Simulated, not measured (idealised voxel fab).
Title: Process Module voxel trench capacitor
Xsec cut, 200 nm wide, square cell size 5 nm.
Think of the cross-section as a grid of square cells. We describe it in bands, top to bottom, and each band covers one or more rows of those cells.
The entry gives the band's vertical extent as a top height and a bottom height in nm, then its horizontal make-up as materials from left to right, each with a width in nm. "air" stands for empty space; a single material marked "throughout" fills the band edge to edge.
Height reference: 0 = level under which incoming wafer is all one material. Lowest band: no bottom, runs on downward, e.g. "z 0 and below".
The width entry "30->40" should be interpreted row by row: the top row of cells in the band takes the first number, the bottom row takes the second number, and the change between adjacent rows is uniform throughout.
What does "nothing got changed" mean for a step? It means no cell of the cross-section changed in that step.
Enclosed voids (no open way to top), threshold 8 cells or more, entry "Encapsulated voids", notation width x height at distance, distance from left edge, nm.
after a step's settings: what the simulator itself notes on the step
When a step includes a mask, the "overlay nm" setting on its line states how far to the right of its planned place that mask lay, and negative values state how far to the left.
So here's the lineup of process steps we planned
1 RECEIVE, material Si
2 CONFORMAL_DEP, material SiN, thk nm 5
3 MASKED_ETCH, tone open, mask id TRENCH, width nm 15, pitch nm 45, etch materials SiN, depth nm 5, overlay nm 0
4 MASKED_ETCH, tone open, mask id TRENCH, width nm 15, pitch nm 45, etch materials Si, depth nm 40, overlay nm 0
5 CONFORMAL_DEP, material SiO2, thk nm 5
6 FILL_DEP, material polySi, thk nm 5
7 CMP, height nm 5
The first of two wafers, run as planned
As received (post step 1): cross-section
> z 0 and below  Si throughout
> Encapsulated voids: none
So this is the wafer cross-section right after step 2
> z 5 to 0  SiN throughout
> Below 0, no change.
So this is the wafer cross-section right after step 3
> z 5 to 0  45 of SiN / 15 of air / 30 of SiN / 15 of air / 30 of SiN / 15 of air / 50 of SiN
> Below 0, no change.
So this is the wafer cross-section right after step 4
> z 5 to 0  45 of SiN / 15 of air / 30 of SiN / 15 of air / 30 of SiN / 15 of air / 50 of SiN
> z 0 to -40  45 of Si / 15 of air / 30 of Si / 15 of air / 30 of Si / 15 of air / 50 of Si
> Below -40, no change.
So this is the wafer cross-section right after step 5
> z 10 to 5  50 of SiO2 / 5 of air / 40 of SiO2 / 5 of air / 40 of SiO2 / 5 of air / 55 of SiO2
> z 5 to 0  45 of SiN / 5 of SiO2 / 5 of air / 5 of SiO2 / 30 of SiN / 5 of SiO2 / 5 of air / 5 of SiO2 / 30 of SiN / 5 of SiO2 / 5 of air / 5 of SiO2 / 50 of SiN
> z 0 to -35  45 of Si / 5 of SiO2 / 5 of air / 5 of SiO2 / 30 of Si / 5 of SiO2 / 5 of air / 5 of SiO2 / 30 of Si / 5 of SiO2 / 5 of air / 5 of SiO2 / 50 of Si
> z -35 to -40  45 of Si / 15 of SiO2 / 30 of Si / 15 of SiO2 / 30 of Si / 15 of SiO2 / 50 of Si
> Below -40, no change.
So this is the wafer cross-section right after step 6
> z 15 to 10  polySi throughout
> z 10 to 5  50 of SiO2 / 5 of polySi / 40 of SiO2 / 5 of polySi / 40 of SiO2 / 5 of polySi / 55 of SiO2
> z 5 to 0  45 of SiN / 5 of SiO2 / 5 of polySi / 5 of SiO2 / 30 of SiN / 5 of SiO2 / 5 of polySi / 5 of SiO2 / 30 of SiN / 5 of SiO2 / 5 of polySi / 5 of SiO2 / 50 of SiN
> z 0 to -35  45 of Si / 5 of SiO2 / 5 of polySi / 5 of SiO2 / 30 of Si / 5 of SiO2 / 5 of polySi / 5 of SiO2 / 30 of Si / 5 of SiO2 / 5 of polySi / 5 of SiO2 / 50 of Si
> Below -35, no change.
So this is the wafer cross-section right after step 7
> z 5 to 0  45 of SiN / 5 of SiO2 / 5 of polySi / 5 of SiO2 / 30 of SiN / 5 of SiO2 / 5 of polySi / 5 of SiO2 / 30 of SiN / 5 of SiO2 / 5 of polySi / 5 of SiO2 / 50 of SiN
> Below 0, no change.
Second wafer, same starting state and plan as the first, one mistake in the run, identical through step 2
Cross-section of the second wafer at the time step 3 of the plan should have ended
> z 5 to 0  45 of air / 15 of SiN / 30 of air / 15 of SiN / 30 of air / 15 of SiN / 50 of air
> Below 0, no change.
Cross-section of the second wafer at the time step 4 of the plan should have ended: nothing got changed
Cross-section of the second wafer at the time step 5 of the plan should have ended
> z 10 to 5  40 of air / 25 of SiO2 / 20 of air / 25 of SiO2 / 20 of air / 25 of SiO2 / 45 of air
> z 5 to 0  45 of SiO2 / 15 of SiN / 30 of SiO2 / 15 of SiN / 30 of SiO2 / 15 of SiN / 50 of SiO2
> Below 0, no change.
Cross-section of the second wafer at the time step 6 of the plan should have ended
> z 15 to 10  polySi throughout
> z 10 to 5  40 of polySi / 25 of SiO2 / 20 of polySi / 25 of SiO2 / 20 of polySi / 25 of SiO2 / 45 of polySi
> Below 5, no change.
Cross-section of the second wafer at the time step 7 of the plan should have ended
> z 5 to 0  45 of SiO2 / 15 of SiN / 30 of SiO2 / 15 of SiN / 30 of SiO2 / 15 of SiN / 50 of SiO2
> Below 0, no change.
So what did we get wrong on this run? step 3 did not happen as planned, as run it was MASKED_ETCH, tone cover, mask id TRENCH, width nm 15, pitch nm 45, etch materials SiN, depth nm 5, overlay nm 0
The final cell counts differ between the wafers, with the second having more or fewer of some materials than the first: 72 more of Si | 22 fewer of SiN | 26 fewer of SiO2 | 24 fewer of polySi
